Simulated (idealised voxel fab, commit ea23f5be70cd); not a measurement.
The name of this process module is voxel released beams.
FYI the section here is cut, 220 nm wide, cells are 5 nm squares.
The cross-sections in this document take the form of a grid made of square cells. They are written out as bands, in order from top to bottom. Each band consists of one or more rows of cells. For a band, the entry starts with two heights in nm, that of the top and then that of the bottom, and carries on with the band's materials in order from left to right, each alongside its width in nm; the word "full width" beside a single material means it fills the band edge to edge, and "empty" means empty space. Height datum 0, below which the as-received substrate wafer is one material. Lowest band open at the bottom, running downward: "0 nm and below". Width "30..40": first value at the band's top row of cells, second value at its bottom row, equal change from row to row. The designation "nothing was modified", where it is given for a processing step, indicates that no cell of the cross-section was altered in the course of that step. Entry "Closed internal cavities". Content: empty spaces with no open connection to the top, size 8 cells or greater. Each: width x height at distance. Distance: from left edge. Unit: nm. Where a step's line continues beyond its settings, the continuation is a remark by the simulator itself on that step. The optional step-line setting "overlay nm" applies to steps with a mask and quantifies how far to the right of its planned location the mask lay, a negative value indicating leftward placement.

# Process steps foreseen in the plan
1. RECEIVE,material Si
2. CONFORMAL_DEP,material SiN,thk nm 5
3. DIRECTIONAL_DEP,material SiO2,thk nm 10
4. MASKED_ETCH,tone open,mask id ANCHOR,width nm 25,etch materials SiO2,depth nm 10,overlay nm 0
5. CONFORMAL_DEP,material polySi,thk nm 10
6. MASKED_ETCH,tone cover,mask id BEAM,width nm 95,etch materials polySi,depth nm 10,overlay nm 0
7. STRIP,etch materials SiO2

# This is the cross-section of the wafer as we received it, i.e. after step 1
0 nm and below | Si full width
Closed internal cavities: none

# Final cross-section, module run with one mistake (start and plan as above)
35 nm to 25 nm | empty 60 nm / polySi 15 nm / empty 5 nm / polySi 75 nm / empty 65 nm
25 nm to 15 nm | empty 65 nm / polySi 25 nm / empty 130 nm
15 nm to 0 nm | SiN full width
0 nm and below | Si full width
Closed internal cavities: none
Short version of what went wrong: step 2 was run on a setting that differed from the plan, and what really ran there is CONFORMAL_DEP,material SiN,thk nm 15
